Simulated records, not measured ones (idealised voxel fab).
Process module, titled voxel transistor to metal
Cross-section cut spans 185 nm and uses square cells 5 nm in size.
A cross-section in this document is a grid of square cells, and it is written down as bands, the top band listed before the ones below it; a band is made up of one or more rows of cells.
It is stipulated that each band's entry specify, in nanometres, the height of the top of the band and then that of its bottom, followed by the materials of the band in left-to-right sequence, each together with its width in nanometres. A single material marked by the word "full width" is understood to fill the band from edge to edge; the word "air" is understood to denote empty space.
Below 0: as-received wafer, all one material; heights counted from there. Lowest band: no bottom, goes on down, written "top 0, no bottom".
Quick explanation for "30->40": the width changes in equal steps down the rows of cells, from the first number in the band's top row to the second number in its bottom row.
Basically "identical to before" means that step didn't change any cell in the cross-section.
The label "Closed void catalog" introduces a list of the empty spaces, 8 cells or larger, that have no open way up to the top; each entry in it reads width x height at distance, where the distance is taken from the left edge and all three are stated in nm.
That trailing text on a step's line, after the settings, is the simulator's own remark on the step.
overlay nm: right-of-plan distance of the mask on a masked step; negative values mean left-of-plan.

PLANNED STEP LIST FOR THE PROCESS
1: RECEIVE, material Si
2: OXIDIZE, depth nm 5
3: CONFORMAL_DEP, material SiN, thk nm 10
4: MASKED_ETCH, tone cover, mask id ACTIVE, width nm 100, etch materials SiN, depth nm 10, overlay nm 0
5: MASKED_ETCH, tone cover, mask id ACTIVE, width nm 100, etch materials SiO2, depth nm 5, overlay nm 0
6: MASKED_ETCH, tone cover, mask id ACTIVE, width nm 100, etch materials Si, depth nm 20, overlay nm 0
7: OXIDIZE, depth nm 5
8: FILL_DEP, material SiO2, thk nm 10
9: CMP, height nm 10
10: SELECTIVE_ETCH, etch materials SiO2, depth nm 10
11: STRIP, etch materials SiN
12: SELECTIVE_ETCH, etch materials SiO2, depth nm 5
13: OXIDIZE, depth nm 5
14: DIRECTIONAL_DEP, material polySi, thk nm 25
15: DIRECTIONAL_DEP, material SiCN, thk nm 15
16: PATTERN, tone cover, mask id GATE, material resist, width nm 20, thk nm 20, overlay nm 0
17: DIRECTIONAL_ETCH, etch materials SiCN, depth nm 25
18: DIRECTIONAL_ETCH, etch materials polySi, depth nm 35
19: STRIP, etch materials resist
20: CONFORMAL_DEP, material SiN, thk nm 5
21: DIRECTIONAL_ETCH, etch materials SiN, depth nm 5
22: DIRECTIONAL_ETCH, etch materials SiO2, depth nm 5
23: DIRECTIONAL_ETCH, etch materials Si, depth nm 10
24: EPI, material nSi, thk nm 15
25: FILL_DEP, material SiO2, thk nm 10
26: CMP, height nm 35
27: DIRECTIONAL_DEP, material SiO2, thk nm 15
28: DIRECTIONAL_DEP, material aC, thk nm 10
29: PATTERN, tone open, mask id CONTACT, material resist, width nm 15, pitch nm 75, thk nm 25, overlay nm 0
30: DIRECTIONAL_ETCH, etch materials aC, depth nm 10
31: STRIP, etch materials resist
32: DIRECTIONAL_ETCH, etch materials SiO2, depth nm 55
33: STRIP, etch materials aC
34: CONFORMAL_DEP, material TiN, thk nm 5
35: FILL_DEP, material W, thk nm 10
36: CMP, height nm 50
37: CONFORMAL_DEP, material SiCN, thk nm 5
38: DIRECTIONAL_DEP, material lowk, thk nm 25
39: PATTERN, tone open, mask id METAL_1, material resist, width nm 15, pitch nm 75, thk nm 20, overlay nm 0
40: DIRECTIONAL_ETCH, etch materials lowk, depth nm 25
41: DIRECTIONAL_ETCH, etch materials SiCN, depth nm 5
42: STRIP, etch materials resist
43: CONFORMAL_DEP, material TiN, thk nm 5
44: FILL_DEP, material Ru, thk nm 5
45: CMP, height nm 80
46: CONFORMAL_DEP, material SiN, thk nm 5

RECEIVED-STATE CROSS-SECTION, REFLECTING COMPLETION OF STEP 1
> top 0, no bottom  Si full width
> Closed void catalog: none

WAFER CROSS-SECTION AT END OF MODULE: START AND PLAN AS SHOWN ABOVE, ONE EXECUTION ERROR
> top 80, bottom 75  SiN full width
> top 75, bottom 55  45 of lowk | 5 of TiN | 5 of Ru | 5 of TiN | 60 of lowk | 5 of TiN | 5 of Ru | 5 of TiN | 50 of lowk
> top 55, bottom 50  45 of SiCN | 15 of TiN | 60 of SiCN | 15 of TiN | 50 of SiCN
> top 50, bottom 35  45 of SiO2 | 5 of TiN | 5 of W | 5 of TiN | 60 of SiO2 | 5 of TiN | 5 of W | 5 of TiN | 50 of SiO2
> top 35, bottom 20  45 of SiO2 | 5 of TiN | 5 of W | 5 of TiN | 15 of SiO2 | 5 of SiN | 20 of SiCN | 5 of SiN | 15 of SiO2 | 5 of TiN | 5 of W | 5 of TiN | 50 of SiO2
> top 20, bottom 5  45 of SiO2 | 5 of TiN | 5 of W | 5 of TiN | 15 of SiO2 | 5 of SiN | 20 of polySi | 5 of SiN | 15 of SiO2 | 5 of TiN | 5 of W | 5 of TiN | 50 of SiO2
> top 5, bottom 0  45 of SiO2 | 5 of TiN | 5 of W | 5 of TiN | 15 of nSi | 5 of SiN | 20 of polySi | 5 of SiN | 15 of nSi | 5 of TiN | 5 of W | 5 of TiN | 50 of SiO2
> top 0, bottom -5  45 of SiO2 | 15 of TiN | 15 of nSi | 5 of SiN | 20 of polySi | 5 of SiN | 15 of nSi | 15 of TiN | 50 of SiO2
> top -5, bottom -10  40 of SiO2 | 35 of nSi | 30 of SiO2 | 35 of nSi | 45 of SiO2
> top -10, bottom -20  45 of SiO2 | 30 of nSi | 30 of Si | 30 of nSi | 50 of SiO2
> top -20, bottom -30  45 of SiO2 | 90 of Si | 50 of SiO2
> top -30, no bottom  Si full width
> Closed void catalog: none
What was done differently from what was planned? step 45 went in with a setting other than planned; the actual run was CMP, height nm 75
